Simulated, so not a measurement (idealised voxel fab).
Herein follows the process module entitled voxel gate over fins.
The width of the displayed cross-section, cut, is 195 nm; its cells are square, with a size of 5 nm.
Each cross-section below is a grid of square cells, stated as bands in top-down order, with one or more rows of cells making up each band.
What a band's entry tells you: where the top is and where the bottom is, as heights in nm, and after that what lies inside, material by material from left to right, each with its width in nm. Empty space is written as the word "blank", and a single material marked with the word "all across" occupies the band from edge to edge.
Height 0 is the level under which the wafer as received is all one material. The lowest band goes on downwards, as in "0..down".
Note: "30..40" means the width goes from the first number (top row of the band) to the second number (bottom row) in equal steps per row of cells.
Step note "nothing changed" = no cross-section cell changed.
"Cavities, sealed": empty spaces of 8 cells or more with no open way to the top, each given as width x height at distance, distance from the left edge, all in nm.
Text after the settings on a step's line: the simulator's own remark on that step.
The "overlay nm" setting may appear on a step's line; for a step that uses a mask, it gives how far to the right of its planned position the mask lay, and a negative value indicates the left.

# Set out below are the planned steps of the process
1: RECEIVE [material Si]
2: CONFORMAL_DEP [material SiN] [thk nm 5]
3: DIRECTIONAL_DEP [material aC] [thk nm 15]
4: PATTERN [tone cover] [mask id FINS] [material resist] [width nm 15] [pitch nm 60] [thk nm 30] [overlay nm 0]
5: DIRECTIONAL_ETCH [etch materials aC] [depth nm 15]
6: STRIP [etch materials resist]
7: DIRECTIONAL_ETCH [etch materials SiN] [depth nm 5]
8: DIRECTIONAL_ETCH [etch materials Si] [depth nm 30]
9: STRIP [etch materials aC]
10: FILL_DEP [material SiO2] [thk nm 10]
11: CMP [height nm 5]
12: MASKED_ETCH [tone open] [mask id RAIL] [width nm 15] [etch materials SiO2] [depth nm 30] [overlay nm 0]
13: CONFORMAL_DEP [material TiN] [thk nm 5]
14: FILL_DEP [material W] [thk nm 5]
15: CMP [height nm 5]
16: SELECTIVE_ETCH [etch materials W Ru TiN] [depth nm 20]
17: FILL_DEP [material SiO2] [thk nm 5]
18: CMP [height nm 5]
19: SELECTIVE_ETCH [etch materials SiO2] [depth nm 15]
20: STRIP [etch materials SiN]
21: CONFORMAL_DEP [material HfO2] [thk nm 5]
22: CONFORMAL_DEP [material TiN] [thk nm 5]
23: CONFORMAL_DEP [material TiAl] [thk nm 5]
24: CONFORMAL_DEP [material TiN] [thk nm 5]
25: FILL_DEP [material W] [thk nm 15]
26: CMP [height nm 30]
27: CONFORMAL_DEP [material SiCN] [thk nm 10]

# Cross-section, incoming material, after step 1
- 0..down  Si all across
- Cavities, sealed: none

# Wafer at module end, in section. Began as above, planned as above, run with one mistake
- 40..30  SiCN all across
- 30..15  W all across
- 15..5  W (15); TiN (45); W (15); TiN (45); W (15); TiN (45); W (15)
- 5..0  TiN (25); HfO2 (25); TiN (35); HfO2 (25); TiN (35); HfO2 (25); TiN (25)
- 0..-5  TiN (25); HfO2 (5); Si (15); HfO2 (5); TiN (35); HfO2 (5); Si (15); HfO2 (5); TiN (35); HfO2 (5); Si (15); HfO2 (5); TiN (25)
- -5..-10  HfO2 (30); Si (15); HfO2 (45); Si (15); HfO2 (45); Si (15); HfO2 (30)
- -10..-15  SiO2 (30); Si (15); SiO2 (45); Si (15); SiO2 (45); Si (15); SiO2 (30)
- -15..-20  SiO2 (30); Si (15); SiO2 (15); TiN (5); W (5); TiN (5); SiO2 (15); Si (15); SiO2 (45); Si (15); SiO2 (30)
- -20..-25  SiO2 (30); Si (15); SiO2 (15); TiN (15); SiO2 (15); Si (15); SiO2 (45); Si (15); SiO2 (30)
- -25..-30  SiO2 (30); Si (15); SiO2 (45); Si (15); SiO2 (45); Si (15); SiO2 (30)
- -30..down  Si all across
- Cavities, sealed: none
Nonconformance to the process plan: step 23 from the plan never happened, it was just skipped
